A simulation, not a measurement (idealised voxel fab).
process module | voxel wiring stack
cross-section cut | 225 nm wide | cells 5 nm
A cross-section is a grid of square cells, given in bands from the top down. A band is one or more rows of cells.
Each band's line starts with the height of the band's top and of its bottom, in nm. Then come its materials from left to right, each with its width in nm. One material with "throughout" fills the band from edge to edge. "air" is empty space.
Height 0 is the level under which the wafer as received is all one material. The lowest band goes on downwards, as in "0 down".
A width such as "30 to 40" changes by the same amount from each row of cells to the next, from the band's top row to its bottom row.
"no change" after a step means that no cell of the cross-section changed.
closed voids: empty space of 8 cells or more with no open way to the top, each as width x height at its distance from the left edge, in nm
after a step's settings: what the simulator itself notes on the step
overlay nm, on a step with a mask: how far to the right of its planned place the mask lay; to the left if negative
plan
1 op RECEIVE | material Si
2 op CONFORMAL_DEP | material SiO2 | thk nm 10
3 op DIRECTIONAL_DEP | material TiN | thk nm 5
4 op DIRECTIONAL_DEP | material Ru | thk nm 15
5 op PATTERN | tone cover | mask id METAL_1 | material resist | width nm 25 | pitch nm 45 | thk nm 20 | overlay nm 0
6 op DIRECTIONAL_ETCH | etch materials Ru | depth nm 15
7 op DIRECTIONAL_ETCH | etch materials TiN | depth nm 5
8 op STRIP | etch materials resist
9 op FILL_DEP | material lowk | thk nm 5
10 op CMP | height nm 30
11 op CONFORMAL_DEP | material SiCN | thk nm 5
12 op DIRECTIONAL_DEP | material lowk | thk nm 30
13 op MASKED_ETCH | tone open | mask id METAL_2_HOLES | width nm 15 | pitch nm 45 | etch materials lowk | depth nm 30 | overlay nm 0
14 op MASKED_ETCH | tone open | mask id METAL_2 | width nm 25 | pitch nm 45 | etch materials lowk | depth nm 20 | overlay nm 0
15 op MASKED_ETCH | tone open | mask id METAL_2 | width nm 25 | pitch nm 45 | etch materials SiCN | depth nm 5 | overlay nm 0
16 op CONFORMAL_DEP | material TiN | thk nm 5
17 op FILL_DEP | material Cu | thk nm 5
18 op CMP | height nm 65
19 op CONFORMAL_DEP | material SiN | thk nm 5
first wafer, as planned
as received, after step 1
  0 down: Si throughout
  closed voids: none
after step 2
  10 to 0: SiO2 throughout
  below 0: unchanged
after step 3
  15 to 10: TiN throughout
  below 10: unchanged
after step 4
  30 to 15: Ru throughout
  below 15: unchanged
after step 5
  50 to 30: air 55 | resist 25 | air 20 | resist 25 | air 20 | resist 25 | air 55
  below 30: unchanged
after step 6
  50 to 30: air 55 | resist 25 | air 20 | resist 25 | air 20 | resist 25 | air 55
  30 to 15: air 55 | Ru 25 | air 20 | Ru 25 | air 20 | Ru 25 | air 55
  below 15: unchanged
after step 7
  50 to 30: air 55 | resist 25 | air 20 | resist 25 | air 20 | resist 25 | air 55
  30 to 15: air 55 | Ru 25 | air 20 | Ru 25 | air 20 | Ru 25 | air 55
  15 to 10: air 55 | TiN 25 | air 20 | TiN 25 | air 20 | TiN 25 | air 55
  below 10: unchanged
after step 8
  30 to 15: air 55 | Ru 25 | air 20 | Ru 25 | air 20 | Ru 25 | air 55
  below 15: unchanged
after step 9
  35 to 30: lowk throughout
  30 to 15: lowk 55 | Ru 25 | lowk 20 | Ru 25 | lowk 20 | Ru 25 | lowk 55
  15 to 10: lowk 55 | TiN 25 | lowk 20 | TiN 25 | lowk 20 | TiN 25 | lowk 55
  below 10: unchanged
after step 10
  30 to 15: lowk 55 | Ru 25 | lowk 20 | Ru 25 | lowk 20 | Ru 25 | lowk 55
  below 15: unchanged
after step 11
  35 to 30: SiCN throughout
  below 30: unchanged
after step 12
  65 to 35: lowk throughout
  below 35: unchanged
after step 13
  65 to 35: lowk 55 | air 15 | lowk 30 | air 15 | lowk 30 | air 15 | lowk 65
  below 35: unchanged
after step 14
  65 to 45: lowk 55 | air 25 | lowk 20 | air 25 | lowk 20 | air 25 | lowk 55
  below 45: unchanged
after step 15
  65 to 45: lowk 55 | air 25 | lowk 20 | air 25 | lowk 20 | air 25 | lowk 55
  45 to 35: lowk 55 | air 15 | lowk 30 | air 15 | lowk 30 | air 15 | lowk 65
  35 to 30: SiCN 55 | air 15 | SiCN 30 | air 15 | SiCN 30 | air 15 | SiCN 65
  below 30: unchanged
after step 16
  70 to 65: TiN 60 | air 15 | TiN 30 | air 15 | TiN 30 | air 15 | TiN 60
  65 to 50: lowk 55 | TiN 5 | air 15 | TiN 5 | lowk 20 | TiN 5 | air 15 | TiN 5 | lowk 20 | TiN 5 | air 15 | TiN 5 | lowk 55
  50 to 45: lowk 55 | TiN 5 | air 5 | TiN 15 | lowk 20 | TiN 5 | air 5 | TiN 15 | lowk 20 | TiN 5 | air 5 | TiN 15 | lowk 55
  45 to 35: lowk 55 | TiN 5 | air 5 | TiN 5 | lowk 30 | TiN 5 | air 5 | TiN 5 | lowk 30 | TiN 5 | air 5 | TiN 5 | lowk 65
  35 to 30: SiCN 55 | TiN 15 | SiCN 30 | TiN 15 | SiCN 30 | TiN 15 | SiCN 65
  below 30: unchanged
after step 17
  75 to 70: Cu throughout
  70 to 65: TiN 60 | Cu 15 | TiN 30 | Cu 15 | TiN 30 | Cu 15 | TiN 60
  65 to 50: lowk 55 | TiN 5 | Cu 15 | TiN 5 | lowk 20 | TiN 5 | Cu 15 | TiN 5 | lowk 20 | TiN 5 | Cu 15 | TiN 5 | lowk 55
  50 to 45: lowk 55 | TiN 5 | Cu 5 | TiN 15 | lowk 20 | TiN 5 | Cu 5 | TiN 15 | lowk 20 | TiN 5 | Cu 5 | TiN 15 | lowk 55
  45 to 35: lowk 55 | TiN 5 | Cu 5 | TiN 5 | lowk 30 | TiN 5 | Cu 5 | TiN 5 | lowk 30 | TiN 5 | Cu 5 | TiN 5 | lowk 65
  below 35: unchanged
after step 18
  65 to 50: lowk 55 | TiN 5 | Cu 15 | TiN 5 | lowk 20 | TiN 5 | Cu 15 | TiN 5 | lowk 20 | TiN 5 | Cu 15 | TiN 5 | lowk 55
  below 50: unchanged
after step 19
  70 to 65: SiN throughout
  below 65: unchanged
second wafer: like start, like plan, one mistake. Through step 11 it matches the first wafer
when step 12 should have ended
  95 to 35: lowk throughout
  below 35: unchanged
when step 13 should have ended
  95 to 65: lowk 55 | air 15 | lowk 30 | air 15 | lowk 30 | air 15 | lowk 65
  below 65: unchanged
when step 14 should have ended
  95 to 75: lowk 55 | air 25 | lowk 20 | air 25 | lowk 20 | air 25 | lowk 55
  75 to 45: lowk 55 | air 15 | lowk 30 | air 15 | lowk 30 | air 15 | lowk 65
  below 45: unchanged
when step 15 should have ended: no change
when step 16 should have ended
  100 to 95: TiN 60 | air 15 | TiN 30 | air 15 | TiN 30 | air 15 | TiN 60
  95 to 80: lowk 55 | TiN 5 | air 15 | TiN 5 | lowk 20 | TiN 5 | air 15 | TiN 5 | lowk 20 | TiN 5 | air 15 | TiN 5 | lowk 55
  80 to 75: lowk 55 | TiN 5 | air 5 | TiN 15 | lowk 20 | TiN 5 | air 5 | TiN 15 | lowk 20 | TiN 5 | air 5 | TiN 15 | lowk 55
  75 to 50: lowk 55 | TiN 5 | air 5 | TiN 5 | lowk 30 | TiN 5 | air 5 | TiN 5 | lowk 30 | TiN 5 | air 5 | TiN 5 | lowk 65
  50 to 45: lowk 55 | TiN 15 | lowk 30 | TiN 15 | lowk 30 | TiN 15 | lowk 65
  below 45: unchanged
when step 17 should have ended
  105 to 100: Cu throughout
  100 to 95: TiN 60 | Cu 15 | TiN 30 | Cu 15 | TiN 30 | Cu 15 | TiN 60
  95 to 80: lowk 55 | TiN 5 | Cu 15 | TiN 5 | lowk 20 | TiN 5 | Cu 15 | TiN 5 | lowk 20 | TiN 5 | Cu 15 | TiN 5 | lowk 55
  80 to 75: lowk 55 | TiN 5 | Cu 5 | TiN 15 | lowk 20 | TiN 5 | Cu 5 | TiN 15 | lowk 20 | TiN 5 | Cu 5 | TiN 15 | lowk 55
  75 to 50: lowk 55 | TiN 5 | Cu 5 | TiN 5 | lowk 30 | TiN 5 | Cu 5 | TiN 5 | lowk 30 | TiN 5 | Cu 5 | TiN 5 | lowk 65
  below 50: unchanged
when step 18 should have ended
  65 to 50: lowk 55 | TiN 5 | Cu 5 | TiN 5 | lowk 30 | TiN 5 | Cu 5 | TiN 5 | lowk 30 | TiN 5 | Cu 5 | TiN 5 | lowk 65
  below 50: unchanged
when step 19 should have ended
  70 to 65: SiN throughout
  below 65: unchanged
what went wrong: step 12 was run twice
at the end the second wafer has, in cells: 27 fewer of Cu | 9 more of SiCN | 24 fewer of TiN | 42 more of lowk
